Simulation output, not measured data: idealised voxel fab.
process module | voxel tone inversion
cross-section cut | 290 nm wide | cells 5 nm
A cross-section is a grid of square cells, given in bands from the top down. A band is one or more rows of cells.
Each band's line starts with the height of the band's top and of its bottom, in nm. Then come its materials from left to right, each with its width in nm. One material with "throughout" fills the band from edge to edge. "air" is empty space.
Height 0 is the level under which the wafer as received is all one material. The lowest band goes on downwards, as in "0 down".
A width such as "30 to 40" changes by the same amount from each row of cells to the next, from the band's top row to its bottom row.
"no change" after a step means that no cell of the cross-section changed.
closed voids: empty space of 8 cells or more with no open way to the top, each as width x height at its distance from the left edge, in nm
after a step's settings: what the simulator itself notes on the step
overlay nm, on a step with a mask: how far to the right of its planned place the mask lay; to the left if negative
plan
1 op RECEIVE | material Si
2 op CONFORMAL_DEP | material SiCN | thk nm 10
3 op DIRECTIONAL_DEP | material aC | thk nm 25
4 op PATTERN | tone cover | mask id POSTS | material resist | width nm 20 | pitch nm 35 | thk nm 30 | overlay nm 0
5 op DIRECTIONAL_ETCH | etch materials aC | depth nm 25
6 op STRIP | etch materials resist
7 op FILL_DEP | material SiO2 | thk nm 10
8 op CMP | height nm 35
9 op STRIP | etch materials aC
10 op CONFORMAL_DEP | material TiN | thk nm 5
11 op FILL_DEP | material Cu | thk nm 5
12 op CMP | height nm 35
13 op CONFORMAL_DEP | material SiN | thk nm 5
as received, after step 1
  0 down: Si throughout
  closed voids: none
a wafer at the end: this start, this plan, one mistake
  40 to 35: SiN throughout
  35 to 15: SiO2 90 | TiN 5 | Cu 10 | TiN 5 | SiO2 15 | TiN 5 | Cu 10 | TiN 5 | SiO2 15 | TiN 5 | Cu 10 | TiN 5 | SiO2 110
  15 to 10: SiO2 90 | TiN 20 | SiO2 15 | TiN 20 | SiO2 15 | TiN 20 | SiO2 110
  10 to 0: SiCN throughout
  0 down: Si throughout
  closed voids: none
what went wrong: step 4 ran as: op PATTERN | tone cover | mask id POSTS | material resist | width nm 20 | pitch nm 35 | thk nm 30 | overlay nm -10
